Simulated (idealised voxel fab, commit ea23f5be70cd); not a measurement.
Process module name: voxel self aligned vias
The width of the displayed cross-section, cut, is 200 nm; its cells are square, with a size of 5 nm.
Cross-section format: a grid of square cells, given as bands from top to bottom; each band is one or more rows of cells. For a band, the entry starts with two heights in nm, that of the top and then that of the bottom, and carries on with the band's materials in order from left to right, each alongside its width in nm; the word "edge to edge" beside a single material means it fills the band edge to edge, and "empty" means empty space. Note: height 0 marks the level under which the wafer is uniformly one material as received. Lowest band unbounded below, written "0 nm and below". Per-row width for "30 to 40": begins at first number (top row of band), ends at second number (bottom row), increment between rows held constant. Given "nothing got changed" for a step, no cell of the cross-section differs between before and after that step. Empty spaces without an open route to the top, at least 8 cells in extent, make up the entry "Enclosed cavity list"; each is given as width x height at distance, where the distance is measured from the left edge, and all are in nm. after a step's settings: what the simulator itself notes on the step. What "overlay nm" on a step's line means: if the step has a mask, that mask lay this far to the right of its planned place, or, when the value is negative, to the left.

### Planned step list for the process
- 1: RECEIVE, material Si
- 2: CONFORMAL_DEP, material SiO2, thk nm 10
- 3: CONFORMAL_DEP, material SiCN, thk nm 5
- 4: DIRECTIONAL_DEP, material lowk, thk nm 30
- 5: DIRECTIONAL_DEP, material aC, thk nm 15
- 6: PATTERN, tone open, mask id LINES, material resist, width nm 20, pitch nm 60, thk nm 35, overlay nm 0
- 7: DIRECTIONAL_ETCH, etch materials aC, depth nm 15
- 8: STRIP, etch materials resist
- 9: DIRECTIONAL_ETCH, etch materials lowk, depth nm 30
- 10: STRIP, etch materials aC
- 11: CONFORMAL_DEP, material TiN, thk nm 5
- 12: FILL_DEP, material W, thk nm 5
- 13: CMP, height nm 45
- 14: SELECTIVE_ETCH, etch materials W Ru TiN, depth nm 10
- 15: FILL_DEP, material SiN, thk nm 10
- 16: CMP, height nm 45
- 17: DIRECTIONAL_DEP, material lowk, thk nm 20
- 18: DIRECTIONAL_DEP, material aC, thk nm 10
- 19: PATTERN, tone open, mask id VIAS, material resist, width nm 30, thk nm 25, overlay nm 0
- 20: DIRECTIONAL_ETCH, etch materials aC, depth nm 5
- 21: STRIP, etch materials resist
- 22: DIRECTIONAL_ETCH, etch materials lowk, depth nm 20
- 23: DIRECTIONAL_ETCH, etch materials SiN, depth nm 10
- 24: STRIP, etch materials aC
- 25: CONFORMAL_DEP, material TiN, thk nm 5
- 26: FILL_DEP, material Ru, thk nm 5
- 27: CMP, height nm 65
- 28: CONFORMAL_DEP, material SiN, thk nm 5
Keep in mind the plan's value for the depth nm of step 20 comes from the first wafer; the wafers don't share that setting, but they do share the same starting point.

### First of several wafers (as received, post step 1), cross-sectional view
    0 nm and below = Si edge to edge
    Enclosed cavity list: none

### Per wafer, end of module: cells gained (+) or lost (-) per material since receipt, then closed voids
depth nm 5; +40 SiCN; +56 SiN; +80 SiO2; +20 TiN; +12 W; +352 lowk; Enclosed cavity list: none
depth nm 10; +16 Ru; +40 SiCN; +48 SiN; +80 SiO2; +36 TiN; +12 W; +328 lowk; Enclosed cavity list: none
depth nm 15; +16 Ru; +40 SiCN; +48 SiN; +80 SiO2; +36 TiN; +12 W; +328 lowk; Enclosed cavity list: none
depth nm 20; +16 Ru; +40 SiCN; +48 SiN; +80 SiO2; +36 TiN; +12 W; +328 lowk; Enclosed cavity list: none
depth nm 25; +16 Ru; +40 SiCN; +48 SiN; +80 SiO2; +36 TiN; +12 W; +328 lowk; Enclosed cavity list: none
